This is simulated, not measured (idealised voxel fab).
This is a process module. Its name is voxel transistor to metal.
Displayed cross-section: cut, width of 270 nm, square cells sized 5 nm.
Reading order for cross-sections: top band down to bottom band. Underlying form: a grid of square cells. Band size: one or more rows of cells. First you get the band's top height and its bottom height, in nm, and then the materials it's made of, left to right, with each width in nm. If you see a single material with "full width", that one covers the band edge to edge. "blank" is empty space. All heights in this document are referenced to 0, defined as the level beneath which the wafer, as received, consists entirely of one material. The lowest band is not bounded below; it extends indefinitely downward and is written in the form "0 -> down". The notation "30..40" denotes a width that varies across the rows of cells in the band, beginning at the first number in the top row, finishing at the second number in the bottom row, and changing by an identical amount from each row to the next. A step reported as "changes: none" is a step in which no cell of the cross-section changed. The entry "Completely sealed voids" lists the empty spaces that cover at least 8 cells and have no open path to the top. Each is written as width x height at distance, where the distance is measured from the left edge and all three values are in nm. Where a step's line continues beyond its settings, the continuation is a remark by the simulator itself on that step. A step line may carry the setting "overlay nm", which, for steps involving a mask, states the distance by which the mask lay to the right of its intended position; negative values denote displacement to the left. If you're wondering how to read the rest of this, here's the deal. It's pairs of cross-sections: one from before a process step, one from after it. The after one is only drawn as far down as the lowest band that changed. Right under each pair you'll see which step sits between them and what its settings were. Don't read the pairs as one continuous story, though. They can come from different runs of this module on the same starting wafer, and a pair only carries on from the one above it where its entry headed "Prior to step" says so.
-- Prior to step
55 -> 50  TiN 30 nm  blank 20 nm  TiN 35 nm  blank 20 nm  TiN 60 nm  blank 20 nm  TiN 35 nm  blank 20 nm  TiN 30 nm
50 -> 40  SiO2 25 nm  TiN 5 nm  blank 20..15 nm  TiN 5..10 nm  SiO2 25 nm  TiN 5..10 nm  blank 20..15 nm  TiN 5 nm  SiO2 50 nm  TiN 5 nm  blank 20..15 nm  TiN 5..10 nm  SiO2 25 nm  TiN 5..10 nm  blank 20..15 nm  TiN 5 nm  SiO2 25 nm
40 -> 30  SiO2 25 nm  TiN 5 nm  blank 15 nm  TiN 5 nm  SiN 10 nm  SiCN 15 nm  SiN 10 nm  TiN 5 nm  blank 15 nm  TiN 5 nm  SiO2 50 nm  TiN 5 nm  blank 15 nm  TiN 5 nm  SiN 10 nm  SiCN 15 nm  SiN 10 nm  TiN 5 nm  blank 15 nm  TiN 5 nm  SiO2 25 nm
30 -> 10  SiO2 25 nm  TiN 5 nm  blank 15 nm  TiN 5 nm  SiN 10 nm  polySi 15 nm  SiN 10 nm  TiN 5 nm  blank 15 nm  TiN 5 nm  SiO2 50 nm  TiN 5 nm  blank 15 nm  TiN 5 nm  SiN 10 nm  polySi 15 nm  SiN 10 nm  TiN 5 nm  blank 15 nm  TiN 5 nm  SiO2 25 nm
10 -> 5  SiO2 25 nm  TiN 25 nm  SiN 10 nm  polySi 15 nm  SiN 10 nm  TiN 25 nm  SiO2 50 nm  TiN 25 nm  SiN 10 nm  polySi 15 nm  SiN 10 nm  TiN 25 nm  SiO2 25 nm
5 -> 0  SiO2 10 nm  SiN 10 nm  nSi 10 nm  TiN 10 nm  nSi 10 nm  SiN 10 nm  polySi 15 nm  SiN 10 nm  nSi 10 nm  TiN 10 nm  nSi 10 nm  SiN 10 nm  SiO2 20 nm  SiN 10 nm  nSi 10 nm  TiN 10 nm  nSi 10 nm  SiN 10 nm  polySi 15 nm  SiN 10 nm  nSi 10 nm  TiN 10 nm  nSi 10 nm  SiN 10 nm  SiO2 10 nm
0 -> -5  SiO2 20 nm  nSi 10 nm  TiN 10 nm  nSi 10 nm  SiO2 35 nm  nSi 10 nm  TiN 10 nm  nSi 10 nm  SiO2 40 nm  nSi 10 nm  TiN 10 nm  nSi 10 nm  SiO2 35 nm  nSi 10 nm  TiN 10 nm  nSi 10 nm  SiO2 20 nm
-5 -> -15  SiO2 15 nm  Si 5 nm  nSi 30 nm  Si 35 nm  nSi 30 nm  Si 5 nm  SiO2 30 nm  Si 5 nm  nSi 30 nm  Si 35 nm  nSi 30 nm  Si 5 nm  SiO2 15 nm
-15 -> -40  SiO2 15 nm  Si 105 nm  SiO2 30 nm  Si 105 nm  SiO2 15 nm
-40 -> down  Si full width
Completely sealed voids: none
-- Post-Process Section
60 -> 55  W full width
55 -> 50  TiN 30 nm  W 20 nm  TiN 35 nm  W 20 nm  TiN 60 nm  W 20 nm  TiN 35 nm  W 20 nm  TiN 30 nm
50 -> 40  SiO2 25 nm  TiN 5 nm  W 20..15 nm  TiN 5..10 nm  SiO2 25 nm  TiN 5..10 nm  W 20..15 nm  TiN 5 nm  SiO2 50 nm  TiN 5 nm  W 20..15 nm  TiN 5..10 nm  SiO2 25 nm  TiN 5..10 nm  W 20..15 nm  TiN 5 nm  SiO2 25 nm
40 -> 30  SiO2 25 nm  TiN 5 nm  W 15 nm  TiN 5 nm  SiN 10 nm  SiCN 15 nm  SiN 10 nm  TiN 5 nm  W 15 nm  TiN 5 nm  SiO2 50 nm  TiN 5 nm  W 15 nm  TiN 5 nm  SiN 10 nm  SiCN 15 nm  SiN 10 nm  TiN 5 nm  W 15 nm  TiN 5 nm  SiO2 25 nm
30 -> 10  SiO2 25 nm  TiN 5 nm  W 15 nm  TiN 5 nm  SiN 10 nm  polySi 15 nm  SiN 10 nm  TiN 5 nm  W 15 nm  TiN 5 nm  SiO2 50 nm  TiN 5 nm  W 15 nm  TiN 5 nm  SiN 10 nm  polySi 15 nm  SiN 10 nm  TiN 5 nm  W 15 nm  TiN 5 nm  SiO2 25 nm
For the remainder of the cross-section, below 10, there is no change.
Completely sealed voids: none
What was done to get from the upper cross-section to the lower one? FILL_DEP: material W, thk nm 5
Prior to step: The initial state for this step is given by the after cross-section of the immediately preceding pair.
-- Post-Process Section
50 -> 40  SiO2 25 nm  TiN 5 nm  W 20..15 nm  TiN 5..10 nm  SiO2 25 nm  TiN 5..10 nm  W 20..15 nm  TiN 5 nm  SiO2 50 nm  TiN 5 nm  W 20..15 nm  TiN 5..10 nm  SiO2 25 nm  TiN 5..10 nm  W 20..15 nm  TiN 5 nm  SiO2 25 nm
For the remainder of the cross-section, below 40, there is no change.
Completely sealed voids: none
What was done to get from the upper cross-section to the lower one? CMP: height nm 50
Prior to step: The initial state for this step is given by the after cross-section of the immediately preceding pair.
-- Post-Process Section
55 -> 50  SiCN full width
For the remainder of the cross-section, below 50, there is no change.
Completely sealed voids: none
What was done to get from the upper cross-section to the lower one? CONFORMAL_DEP: material SiCN, thk nm 5
Prior to step: The initial state for this step is given by the after cross-section of the immediately preceding pair.
-- Post-Process Section
75 -> 55  lowk full width
For the remainder of the cross-section, below 55, there is no change.
Completely sealed voids: none
What was done to get from the upper cross-section to the lower one? DIRECTIONAL_DEP: material lowk, thk nm 20
Prior to step: The initial state for this step is given by the after cross-section of the immediately preceding pair.
-- Post-Process Section
95 -> 75  resist 25 nm  blank 15 nm  resist 55 nm  blank 15 nm  resist 50 nm  blank 15 nm  resist 55 nm  blank 15 nm  resist 25 nm
For the remainder of the cross-section, below 75, there is no change.
Completely sealed voids: none
What was done to get from the upper cross-section to the lower one? PATTERN: tone open, mask id METAL_1, material resist, width nm 15, thk nm 20, overlay nm 0
Prior to step: The initial state for this step is given by the after cross-section of the immediately preceding pair.
-- Post-Process Section
95 -> 75  resist 25 nm  blank 15 nm  resist 55 nm  blank 15 nm  resist 50 nm  blank 15 nm  resist 55 nm  blank 15 nm  resist 25 nm
75 -> 55  lowk 25 nm  blank 15 nm  lowk 55 nm  blank 15 nm  lowk 50 nm  blank 15 nm  lowk 55 nm  blank 15 nm  lowk 25 nm
For the remainder of the cross-section, below 55, there is no change.
Completely sealed voids: none
What was done to get from the upper cross-section to the lower one? DIRECTIONAL_ETCH: etch materials lowk, depth nm 20
Prior to step: The initial state for this step is given by the after cross-section of the immediately preceding pair.
-- Post-Process Section
95 -> 75  resist 25 nm  blank 15 nm  resist 55 nm  blank 15 nm  resist 50 nm  blank 15 nm  resist 55 nm  blank 15 nm  resist 25 nm
75 -> 55  lowk 25 nm  blank 15 nm  lowk 55 nm  blank 15 nm  lowk 50 nm  blank 15 nm  lowk 55 nm  blank 15 nm  lowk 25 nm
55 -> 50  SiCN 25 nm  blank 15 nm  SiCN 55 nm  blank 15 nm  SiCN 50 nm  blank 15 nm  SiCN 55 nm  blank 15 nm  SiCN 25 nm
For the remainder of the cross-section, below 50, there is no change.
Completely sealed voids: none
What was done to get from the upper cross-section to the lower one? DIRECTIONAL_ETCH: etch materials SiCN, depth nm 5
Prior to step: The initial state for this step is given by the after cross-section of the immediately preceding pair.
-- Post-Process Section
75 -> 55  lowk 25 nm  blank 15 nm  lowk 55 nm  blank 15 nm  lowk 50 nm  blank 15 nm  lowk 55 nm  blank 15 nm  lowk 25 nm
For the remainder of the cross-section, below 55, there is no change.
Completely sealed voids: none
What was done to get from the upper cross-section to the lower one? STRIP: etch materials resist
Prior to step: The initial state for this step is given by the after cross-section of the immediately preceding pair.
-- Post-Process Section
80 -> 75  TiN 30 nm  blank 5 nm  TiN 65 nm  blank 5 nm  TiN 60 nm  blank 5 nm  TiN 65 nm  blank 5 nm  TiN 30 nm
75 -> 55  lowk 25 nm  TiN 5 nm  blank 5 nm  TiN 5 nm  lowk 55 nm  TiN 5 nm  blank 5 nm  TiN 5 nm  lowk 50 nm  TiN 5 nm  blank 5 nm  TiN 5 nm  lowk 55 nm  TiN 5 nm  blank 5 nm  TiN 5 nm  lowk 25 nm
55 -> 50  SiCN 25 nm  TiN 15 nm  SiCN 55 nm  TiN 15 nm  SiCN 50 nm  TiN 15 nm  SiCN 55 nm  TiN 15 nm  SiCN 25 nm
For the remainder of the cross-section, below 50, there is no change.
Completely sealed voids: none
What was done to get from the upper cross-section to the lower one? CONFORMAL_DEP: material TiN, thk nm 5
Prior to step: The initial state for this step is given by the after cross-section of the immediately preceding pair.
-- Post-Process Section
85 -> 80  Cu full width
80 -> 75  TiN 30 nm  Cu 5 nm  TiN 65 nm  Cu 5 nm  TiN 60 nm  Cu 5 nm  TiN 65 nm  Cu 5 nm  TiN 30 nm
75 -> 55  lowk 25 nm  TiN 5 nm  Cu 5 nm  TiN 5 nm  lowk 55 nm  TiN 5 nm  Cu 5 nm  TiN 5 nm  lowk 50 nm  TiN 5 nm  Cu 5 nm  TiN 5 nm  lowk 55 nm  TiN 5 nm  Cu 5 nm  TiN 5 nm  lowk 25 nm
For the remainder of the cross-section, below 55, there is no change.
Completely sealed voids: none
What was done to get from the upper cross-section to the lower one? FILL_DEP: material Cu, thk nm 5
Prior to step: The initial state for this step is given by the after cross-section of the immediately preceding pair.
-- Post-Process Section
75 -> 55  lowk 25 nm  TiN 5 nm  Cu 5 nm  TiN 5 nm  lowk 55 nm  TiN 5 nm  Cu 5 nm  TiN 5 nm  lowk 50 nm  TiN 5 nm  Cu 5 nm  TiN 5 nm  lowk 55 nm  TiN 5 nm  Cu 5 nm  TiN 5 nm  lowk 25 nm
For the remainder of the cross-section, below 55, there is no change.
Completely sealed voids: none
What was done to get from the upper cross-section to the lower one? CMP: height nm 75
Prior to step: The initial state for this step is given by the after cross-section of the immediately preceding pair.
-- Post-Process Section
80 -> 75  blank 20 nm  Ru 25 nm  blank 45 nm  Ru 25 nm  blank 40 nm  Ru 25 nm  blank 45 nm  Ru 25 nm  blank 20 nm
For the remainder of the cross-section, below 75, there is no change.
Completely sealed voids: none
What was done to get from the upper cross-section to the lower one? EPI: material Ru, thk nm 5
Prior to step: The initial state for this step is given by the after cross-section of the immediately preceding pair.
-- Post-Process Section
85 -> 80  SiCN full width
80 -> 75  SiCN 20 nm  Ru 25 nm  SiCN 45 nm  Ru 25 nm  SiCN 40 nm  Ru 25 nm  SiCN 45 nm  Ru 25 nm  SiCN 20 nm
For the remainder of the cross-section, below 75, there is no change.
Completely sealed voids: none
What was done to get from the upper cross-section to the lower one? FILL_DEP: material SiCN, thk nm 5
-- Prior to step
20 -> 10  blank 15 nm  SiN 105 nm  blank 30 nm  SiN 105 nm  blank 15 nm
10 -> 5  SiO2 15 nm  SiN 105 nm  SiO2 30 nm  SiN 105 nm  SiO2 15 nm
5 -> 0  SiO2 full width
0 -> -20  SiO2 15 nm  Si 105 nm  SiO2 30 nm  Si 105 nm  SiO2 15 nm
-20 -> down  Si full width
Completely sealed voids: none
-- Post-Process Section
20 -> 5  blank 15 nm  SiN 105 nm  blank 30 nm  SiN 105 nm  blank 15 nm
For the remainder of the cross-section, below 5, there is no change.
Completely sealed voids: none
What was done to get from the upper cross-section to the lower one? SELECTIVE_ETCH: etch materials SiO2, depth nm 5
Prior to step: The initial state for this step is given by the after cross-section of the immediately preceding pair.
-- Post-Process Section
5 -> 0  SiO2 full width
For the remainder of the cross-section, below 0, there is no change.
Completely sealed voids: none
What was done to get from the upper cross-section to the lower one? STRIP: etch materials SiN
Prior to step: The initial state for this step is given by the after cross-section of the immediately preceding pair.
-- Post-Process Section
35 -> 5  polySi full width
For the remainder of the cross-section, below 5, there is no change.
Completely sealed voids: none
What was done to get from the upper cross-section to the lower one? DIRECTIONAL_DEP: material polySi, thk nm 30
Prior to step: The initial state for this step is given by the after cross-section of the immediately preceding pair.
-- Post-Process Section
45 -> 35  SiCN full width
For the remainder of the cross-section, below 35, there is no change.
Completely sealed voids: none
What was done to get from the upper cross-section to the lower one? DIRECTIONAL_DEP: material SiCN, thk nm 10
Prior to step: The initial state for this step is given by the after cross-section of the immediately preceding pair.
-- Post-Process Section
45 -> 35  blank 60 nm  SiCN 15 nm  blank 120 nm  SiCN 15 nm  blank 60 nm
For the remainder of the cross-section, below 35, there is no change.
Completely sealed voids: none
What was done to get from the upper cross-section to the lower one? MASKED_ETCH: tone cover, mask id GATE, width nm 15, pitch nm 135, etch materials SiCN, depth nm 20, overlay nm 0
Prior to step: The initial state for this step is given by the after cross-section of the immediately preceding pair.
-- Post-Process Section
45 -> 35  blank 60 nm  SiCN 15 nm  blank 120 nm  SiCN 15 nm  blank 60 nm
35 -> 5  blank 60 nm  polySi 15 nm  blank 120 nm  polySi 15 nm  blank 60 nm
For the remainder of the cross-section, below 5, there is no change.
Completely sealed voids: none
What was done to get from the upper cross-section to the lower one? MASKED_ETCH: tone cover, mask id GATE, width nm 15, pitch nm 135, etch materials polySi, depth nm 40, overlay nm 0
Prior to step: The initial state for this step is given by the after cross-section of the immediately preceding pair.
-- Post-Process Section
55 -> 45  blank 50 nm  SiN 35 nm  blank 100 nm  SiN 35 nm  blank 50 nm
45 -> 35  blank 50 nm  SiN 10 nm  SiCN 15 nm  SiN 10 nm  blank 100 nm  SiN 10 nm  SiCN 15 nm  SiN 10 nm  blank 50 nm
35 -> 15  blank 50 nm  SiN 10 nm  polySi 15 nm  SiN 10 nm  blank 100 nm  SiN 10 nm  polySi 15 nm  SiN 10 nm  blank 50 nm
15 -> 5  SiN 60 nm  polySi 15 nm  SiN 120 nm  polySi 15 nm  SiN 60 nm
For the remainder of the cross-section, below 5, there is no change.
Completely sealed voids: none
What was done to get from the upper cross-section to the lower one? CONFORMAL_DEP: material SiN, thk nm 10
Prior to step: The initial state for this step is given by the after cross-section of the immediately preceding pair.
-- Post-Process Section
45 -> 35  blank 50 nm  SiN 10 nm  SiCN 15 nm  SiN 10 nm  blank 100 nm  SiN 10 nm  SiCN 15 nm  SiN 10 nm  blank 50 nm
35 -> 5  blank 50 nm  SiN 10 nm  polySi 15 nm  SiN 10 nm  blank 100 nm  SiN 10 nm  polySi 15 nm  SiN 10 nm  blank 50 nm
For the remainder of the cross-section, below 5, there is no change.
Completely sealed voids: none
What was done to get from the upper cross-section to the lower one? DIRECTIONAL_ETCH: etch materials SiN, depth nm 10
Prior to step: The initial state for this step is given by the after cross-section of the immediately preceding pair.
-- Post-Process Section
45 -> 35  blank 50 nm  SiN 10 nm  SiCN 15 nm  SiN 10 nm  blank 100 nm  SiN 10 nm  SiCN 15 nm  SiN 10 nm  blank 50 nm
35 -> 5  blank 50 nm  SiN 10 nm  polySi 15 nm  SiN 10 nm  blank 100 nm  SiN 10 nm  polySi 15 nm  SiN 10 nm  blank 50 nm
5 -> 0  blank 50 nm  SiO2 35 nm  blank 100 nm  SiO2 35 nm  blank 50 nm
For the remainder of the cross-section, below 0, there is no change.
Completely sealed voids: none
What was done to get from the upper cross-section to the lower one? DIRECTIONAL_ETCH: etch materials SiO2, depth nm 5
Prior to step: The initial state for this step is given by the after cross-section of the immediately preceding pair.
-- Post-Process Section
45 -> 35  blank 50 nm  SiN 10 nm  SiCN 15 nm  SiN 10 nm  blank 100 nm  SiN 10 nm  SiCN 15 nm  SiN 10 nm  blank 50 nm
35 -> 5  blank 50 nm  SiN 10 nm  polySi 15 nm  SiN 10 nm  blank 100 nm  SiN 10 nm  polySi 15 nm  SiN 10 nm  blank 50 nm
5 -> 0  blank 50 nm  SiO2 35 nm  blank 100 nm  SiO2 35 nm  blank 50 nm
0 -> -10  SiO2 15 nm  blank 35 nm  Si 35 nm  blank 35 nm  SiO2 30 nm  blank 35 nm  Si 35 nm  blank 35 nm  SiO2 15 nm
For the remainder of the cross-section, below -10, there is no change.
Completely sealed voids: none
What was done to get from the upper cross-section to the lower one? DIRECTIONAL_ETCH: etch materials Si, depth nm 10
Prior to step: The initial state for this step is given by the after cross-section of the immediately preceding pair.
-- Post-Process Section
45 -> 35  blank 50 nm  SiN 10 nm  SiCN 15 nm  SiN 10 nm  blank 100 nm  SiN 10 nm  SiCN 15 nm  SiN 10 nm  blank 50 nm
35 -> 10  blank 50 nm  SiN 10 nm  polySi 15 nm  SiN 10 nm  blank 100 nm  SiN 10 nm  polySi 15 nm  SiN 10 nm  blank 50 nm
10 -> 5  blank 40 nm  nSi 10 nm  SiN 10 nm  polySi 15 nm  SiN 10 nm  nSi 10 nm  blank 80 nm  nSi 10 nm  SiN 10 nm  polySi 15 nm  SiN 10 nm  nSi 10 nm  blank 40 nm
5 -> 0  blank 40 nm  nSi 10 nm  SiO2 35 nm  nSi 10 nm  blank 80 nm  nSi 10 nm  SiO2 35 nm  nSi 10 nm  blank 40 nm
0 -> -10  SiO2 15 nm  nSi 35 nm  Si 35 nm  nSi 35 nm  SiO2 30 nm  nSi 35 nm  Si 35 nm  nSi 35 nm  SiO2 15 nm
For the remainder of the cross-section, below -10, there is no change.
Completely sealed voids: none
What was done to get from the upper cross-section to the lower one? EPI: material nSi, thk nm 10
Prior to step: The initial state for this step is given by the after cross-section of the immediately preceding pair.
-- Post-Process Section
55 -> 45  SiO2 full width
45 -> 35  SiO2 50 nm  SiN 10 nm  SiCN 15 nm  SiN 10 nm  SiO2 100 nm  SiN 10 nm  SiCN 15 nm  SiN 10 nm  SiO2 50 nm
35 -> 10  SiO2 50 nm  SiN 10 nm  polySi 15 nm  SiN 10 nm  SiO2 100 nm  SiN 10 nm  polySi 15 nm  SiN 10 nm  SiO2 50 nm
10 -> 5  SiO2 40 nm  nSi 10 nm  SiN 10 nm  polySi 15 nm  SiN 10 nm  nSi 10 nm  SiO2 80 nm  nSi 10 nm  SiN 10 nm  polySi 15 nm  SiN 10 nm  nSi 10 nm  SiO2 40 nm
5 -> 0  SiO2 40 nm  nSi 10 nm  SiO2 35 nm  nSi 10 nm  SiO2 80 nm  nSi 10 nm  SiO2 35 nm  nSi 10 nm  SiO2 40 nm
For the remainder of the cross-section, below 0, there is no change.
Completely sealed voids: none
What was done to get from the upper cross-section to the lower one? FILL_DEP: material SiO2, thk nm 10
Prior to step: The initial state for this step is given by the after cross-section of the immediately preceding pair.
-- Post-Process Section
40 -> 35  SiO2 50 nm  SiN 10 nm  SiCN 15 nm  SiN 10 nm  SiO2 100 nm  SiN 10 nm  SiCN 15 nm  SiN 10 nm  SiO2 50 nm
For the remainder of the cross-section, below 35, there is no change.
Completely sealed voids: none
What was done to get from the upper cross-section to the lower one? CMP: height nm 40
Prior to step: The initial state for this step is given by the after cross-section of the immediately preceding pair.
-- Post-Process Section
50 -> 40  SiO2 full width
For the remainder of the cross-section, below 40, there is no change.
Completely sealed voids: none
What was done to get from the upper cross-section to the lower one? DIRECTIONAL_DEP: material SiO2, thk nm 10
Prior to step: The initial state for this step is given by the after cross-section of the immediately preceding pair.
-- Post-Process Section
65 -> 50  resist 25 nm  blank 30 nm  resist 25 nm  blank 30 nm  resist 50 nm  blank 30 nm  resist 25 nm  blank 30 nm  resist 25 nm
For the remainder of the cross-section, below 50, there is no change.
Completely sealed voids: none
What was done to get from the upper cross-section to the lower one? PATTERN: tone open, mask id CONTACT, material resist, width nm 30, thk nm 15, overlay nm 0
Prior to step: The initial state for this step is given by the after cross-section of the immediately preceding pair.
-- Post-Process Section
65 -> 50  resist 25 nm  blank 30 nm  resist 25 nm  blank 30 nm  resist 50 nm  blank 30 nm  resist 25 nm  blank 30 nm  resist 25 nm
50 -> 40  SiO2 25 nm  blank 30 nm  SiO2 25 nm  blank 30 nm  SiO2 50 nm  blank 30 nm  SiO2 25 nm  blank 30 nm  SiO2 25 nm
40 -> 35  SiO2 25 nm  blank 25 nm  SiN 10 nm  SiCN 15 nm  SiN 10 nm  blank 25 nm  SiO2 50 nm  blank 25 nm  SiN 10 nm  SiCN 15 nm  SiN 10 nm  blank 25 nm  SiO2 25 nm
35 -> 10  SiO2 25 nm  blank 25 nm  SiN 10 nm  polySi 15 nm  SiN 10 nm  blank 25 nm  SiO2 50 nm  blank 25 nm  SiN 10 nm  polySi 15 nm  SiN 10 nm  blank 25 nm  SiO2 25 nm
10 -> 5  SiO2 25 nm  blank 15 nm  nSi 10 nm  SiN 10 nm  polySi 15 nm  SiN 10 nm  nSi 10 nm  blank 15 nm  SiO2 50 nm  blank 15 nm  nSi 10 nm  SiN 10 nm  polySi 15 nm  SiN 10 nm  nSi 10 nm  blank 15 nm  SiO2 25 nm
5 -> 0  SiO2 25 nm  blank 15 nm  nSi 10 nm  SiO2 35 nm  nSi 10 nm  blank 15 nm  SiO2 50 nm  blank 15 nm  nSi 10 nm  SiO2 35 nm  nSi 10 nm  blank 15 nm  SiO2 25 nm
For the remainder of the cross-section, below 0, there is no change.
Completely sealed voids: none
What was done to get from the upper cross-section to the lower one? DIRECTIONAL_ETCH: etch materials SiO2, depth nm 55
Prior to step: The initial state for this step is given by the after cross-section of the immediately preceding pair.
-- Post-Process Section
50 -> 40  SiO2 25 nm  blank 30 nm  SiO2 25 nm  blank 30 nm  SiO2 50 nm  blank 30 nm  SiO2 25 nm  blank 30 nm  SiO2 25 nm
For the remainder of the cross-section, below 40, there is no change.
Completely sealed voids: none
What was done to get from the upper cross-section to the lower one? STRIP: etch materials resist
Prior to step: The initial state for this step is given by the after cross-section of the immediately preceding pair.
-- Post-Process Section
55 -> 50  TiN 30 nm  blank 20 nm  TiN 35 nm  blank 20 nm  TiN 60 nm  blank 20 nm  TiN 35 nm  blank 20 nm  TiN 30 nm
50 -> 40  SiO2 25 nm  TiN 5 nm  blank 20..15 nm  TiN 5..10 nm  SiO2 25 nm  TiN 5..10 nm  blank 20..15 nm  TiN 5 nm  SiO2 50 nm  TiN 5 nm  blank 20..15 nm  TiN 5..10 nm  SiO2 25 nm  TiN 5..10 nm  blank 20..15 nm  TiN 5 nm  SiO2 25 nm
40 -> 35  SiO2 25 nm  TiN 5 nm  blank 15 nm  TiN 5 nm  SiN 10 nm  SiCN 15 nm  SiN 10 nm  TiN 5 nm  blank 15 nm  TiN 5 nm  SiO2 50 nm  TiN 5 nm  blank 15 nm  TiN 5 nm  SiN 10 nm  SiCN 15 nm  SiN 10 nm  TiN 5 nm  blank 15 nm  TiN 5 nm  SiO2 25 nm
35 -> 15  SiO2 25 nm  TiN 5 nm  blank 15 nm  TiN 5 nm  SiN 10 nm  polySi 15 nm  SiN 10 nm  TiN 5 nm  blank 15 nm  TiN 5 nm  SiO2 50 nm  TiN 5 nm  blank 15 nm  TiN 5 nm  SiN 10 nm  polySi 15 nm  SiN 10 nm  TiN 5 nm  blank 15 nm  TiN 5 nm  SiO2 25 nm
15 -> 10  SiO2 25 nm  TiN 5 nm  blank 5 nm  TiN 15 nm  SiN 10 nm  polySi 15 nm  SiN 10 nm  TiN 15 nm  blank 5 nm  TiN 5 nm  SiO2 50 nm  TiN 5 nm  blank 5 nm  TiN 15 nm  SiN 10 nm  polySi 15 nm  SiN 10 nm  TiN 15 nm  blank 5 nm  TiN 5 nm  SiO2 25 nm
10 -> 5  SiO2 25 nm  TiN 5 nm  blank 5 nm  TiN 5 nm  nSi 10 nm  SiN 10 nm  polySi 15 nm  SiN 10 nm  nSi 10 nm  TiN 5 nm  blank 5 nm  TiN 5 nm  SiO2 50 nm  TiN 5 nm  blank 5 nm  TiN 5 nm  nSi 10 nm  SiN 10 nm  polySi 15 nm  SiN 10 nm  nSi 10 nm  TiN 5 nm  blank 5 nm  TiN 5 nm  SiO2 25 nm
5 -> 0  SiO2 25 nm  TiN 15 nm  nSi 10 nm  SiO2 35 nm  nSi 10 nm  TiN 15 nm  SiO2 50 nm  TiN 15 nm  nSi 10 nm  SiO2 35 nm  nSi 10 nm  TiN 15 nm  SiO2 25 nm
For the remainder of the cross-section, below 0, there is no change.
Completely sealed voids: none
What was done to get from the upper cross-section to the lower one? CONFORMAL_DEP: material TiN, thk nm 5
Prior to step: The initial state for this step is given by the after cross-section of the immediately preceding pair.
-- Post-Process Section
60 -> 55  W full width
55 -> 50  TiN 30 nm  W 20 nm  TiN 35 nm  W 20 nm  TiN 60 nm  W 20 nm  TiN 35 nm  W 20 nm  TiN 30 nm
50 -> 40  SiO2 25 nm  TiN 5 nm  W 20..15 nm  TiN 5..10 nm  SiO2 25 nm  TiN 5..10 nm  W 20..15 nm  TiN 5 nm  SiO2 50 nm  TiN 5 nm  W 20..15 nm  TiN 5..10 nm  SiO2 25 nm  TiN 5..10 nm  W 20..15 nm  TiN 5 nm  SiO2 25 nm
40 -> 35  SiO2 25 nm  TiN 5 nm  W 15 nm  TiN 5 nm  SiN 10 nm  SiCN 15 nm  SiN 10 nm  TiN 5 nm  W 15 nm  TiN 5 nm  SiO2 50 nm  TiN 5 nm  W 15 nm  TiN 5 nm  SiN 10 nm  SiCN 15 nm  SiN 10 nm  TiN 5 nm  W 15 nm  TiN 5 nm  SiO2 25 nm
35 -> 15  SiO2 25 nm  TiN 5 nm  W 15 nm  TiN 5 nm  SiN 10 nm  polySi 15 nm  SiN 10 nm  TiN 5 nm  W 15 nm  TiN 5 nm  SiO2 50 nm  TiN 5 nm  W 15 nm  TiN 5 nm  SiN 10 nm  polySi 15 nm  SiN 10 nm  TiN 5 nm  W 15 nm  TiN 5 nm  SiO2 25 nm
15 -> 10  SiO2 25 nm  TiN 5 nm  W 5 nm  TiN 15 nm  SiN 10 nm  polySi 15 nm  SiN 10 nm  TiN 15 nm  W 5 nm  TiN 5 nm  SiO2 50 nm  TiN 5 nm  W 5 nm  TiN 15 nm  SiN 10 nm  polySi 15 nm  SiN 10 nm  TiN 15 nm  W 5 nm  TiN 5 nm  SiO2 25 nm
10 -> 5  SiO2 25 nm  TiN 5 nm  W 5 nm  TiN 5 nm  nSi 10 nm  SiN 10 nm  polySi 15 nm  SiN 10 nm  nSi 10 nm  TiN 5 nm  W 5 nm  TiN 5 nm  SiO2 50 nm  TiN 5 nm  W 5 nm  TiN 5 nm  nSi 10 nm  SiN 10 nm  polySi 15 nm  SiN 10 nm  nSi 10 nm  TiN 5 nm  W 5 nm  TiN 5 nm  SiO2 25 nm
For the remainder of the cross-section, below 5, there is no change.
Completely sealed voids: none
What was done to get from the upper cross-section to the lower one? FILL_DEP: material W, thk nm 5
Prior to step: The initial state for this step is given by the after cross-section of the immediately preceding pair.
-- Post-Process Section
50 -> 40  SiO2 25 nm  TiN 5 nm  W 20..15 nm  TiN 5..10 nm  SiO2 25 nm  TiN 5..10 nm  W 20..15 nm  TiN 5 nm  SiO2 50 nm  TiN 5 nm  W 20..15 nm  TiN 5..10 nm  SiO2 25 nm  TiN 5..10 nm  W 20..15 nm  TiN 5 nm  SiO2 25 nm
For the remainder of the cross-section, below 40, there is no change.
Completely sealed voids: none
What was done to get from the upper cross-section to the lower one? CMP: height nm 50
Prior to step: The initial state for this step is given by the after cross-section of the immediately preceding pair.
-- Post-Process Section
55 -> 50  SiCN full width
For the remainder of the cross-section, below 50, there is no change.
Completely sealed voids: none
What was done to get from the upper cross-section to the lower one? CONFORMAL_DEP: material SiCN, thk nm 5
Prior to step: The initial state for this step is given by the after cross-section of the immediately preceding pair.
-- Post-Process Section
75 -> 55  lowk full width
For the remainder of the cross-section, below 55, there is no change.
Completely sealed voids: none
What was done to get from the upper cross-section to the lower one? DIRECTIONAL_DEP: material lowk, thk nm 20
Prior to step: The initial state for this step is given by the after cross-section of the immediately preceding pair.
-- Post-Process Section
95 -> 75  resist 25 nm  blank 15 nm  resist 55 nm  blank 15 nm  resist 50 nm  blank 15 nm  resist 55 nm  blank 15 nm  resist 25 nm
For the remainder of the cross-section, below 75, there is no change.
Completely sealed voids: none
What was done to get from the upper cross-section to the lower one? PATTERN: tone open, mask id METAL_1, material resist, width nm 15, thk nm 20, overlay nm 0
Prior to step: The initial state for this step is given by the after cross-section of the immediately preceding pair.
-- Post-Process Section
95 -> 75  resist 25 nm  blank 15 nm  resist 55 nm  blank 15 nm  resist 50 nm  blank 15 nm  resist 55 nm  blank 15 nm  resist 25 nm
75 -> 55  lowk 25 nm  blank 15 nm  lowk 55 nm  blank 15 nm  lowk 50 nm  blank 15 nm  lowk 55 nm  blank 15 nm  lowk 25 nm
For the remainder of the cross-section, below 55, there is no change.
Completely sealed voids: none
What was done to get from the upper cross-section to the lower one? DIRECTIONAL_ETCH: etch materials lowk, depth nm 20
Prior to step: The initial state for this step is given by the after cross-section of the immediately preceding pair.
-- Post-Process Section
95 -> 75  resist 25 nm  blank 15 nm  resist 55 nm  blank 15 nm  resist 50 nm  blank 15 nm  resist 55 nm  blank 15 nm  resist 25 nm
75 -> 55  lowk 25 nm  blank 15 nm  lowk 55 nm  blank 15 nm  lowk 50 nm  blank 15 nm  lowk 55 nm  blank 15 nm  lowk 25 nm
55 -> 50  SiCN 25 nm  blank 15 nm  SiCN 55 nm  blank 15 nm  SiCN 50 nm  blank 15 nm  SiCN 55 nm  blank 15 nm  SiCN 25 nm
For the remainder of the cross-section, below 50, there is no change.
Completely sealed voids: none
What was done to get from the upper cross-section to the lower one? DIRECTIONAL_ETCH: etch materials SiCN, depth nm 5
